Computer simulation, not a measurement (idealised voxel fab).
The process module that follows is named voxel plated lines.
300 nm wide, 5 nm square cells: that's cross-section cut.
A cross-section is a grid of square cells, given in bands from the top down. A band is one or more rows of cells.
The band entry comprises the height of the band's top followed by the height of its bottom, expressed in nm, and subsequently the band's materials from left to right, each stated together with its width in nm. Where a single material is marked with the word "all across", that material fills the band from edge to edge. The word "air" represents empty space.
Heights from 0 (as-received wafer is one material below). Bottom band endless downward, as "0 nm and below".
So if you see something like "30->40" for the width, read it as the top row of the band sitting at the first number and the bottom row at the second, with every row in between moving by the same amount as the last.
Basically "no alteration" means that step didn't change any cell in the cross-section.
Each empty space that has no open way to the top and spans at least 8 cells appears under "Closed void table" as width x height at distance, the distance counted from the left edge, all in nm.
Heads up: the bit after the settings on a step's line is the simulator's remark on that step.
What "overlay nm" on a step's line means: if the step has a mask, that mask lay this far to the right of its planned place, or, when the value is negative, to the left.

Set out below are the planned steps of the process
| 1 | RECEIVE,material Si |
| 2 | CONFORMAL_DEP,material Al2O3,thk nm 5 |
| 3 | DIRECTIONAL_DEP,material TiN,thk nm 5 |
| 4 | PATTERN,tone open,mask id LINES,material resist,width nm 20,pitch nm 35,thk nm 25,overlay nm 0 |
| 5 | EPI,material Ru,thk nm 10 |
| 6 | EPI,material Ru,thk nm 10 |
| 7 | STRIP,etch materials resist |
| 8 | DIRECTIONAL_ETCH,etch materials TiN,depth nm 5 |
| 9 | CONFORMAL_DEP,material SiN,thk nm 5 |

Wafer cross-section on receipt, i.e. after step 1
* 0 nm and below  Si all across
* Closed void table: none

Cross-section, end of module. Start: as above. Plan: as above. Execution: one mistake
* 15 nm to 10 nm  SiN all across
* 10 nm to 5 nm  Al2O3 all across
* 5 nm to 0 nm  TiN all across
* 0 nm and below  Si all across
* Closed void table: none
The plan and the run diverged here: steps 2 and 3 of the plan were run in the wrong order, each in the other's place
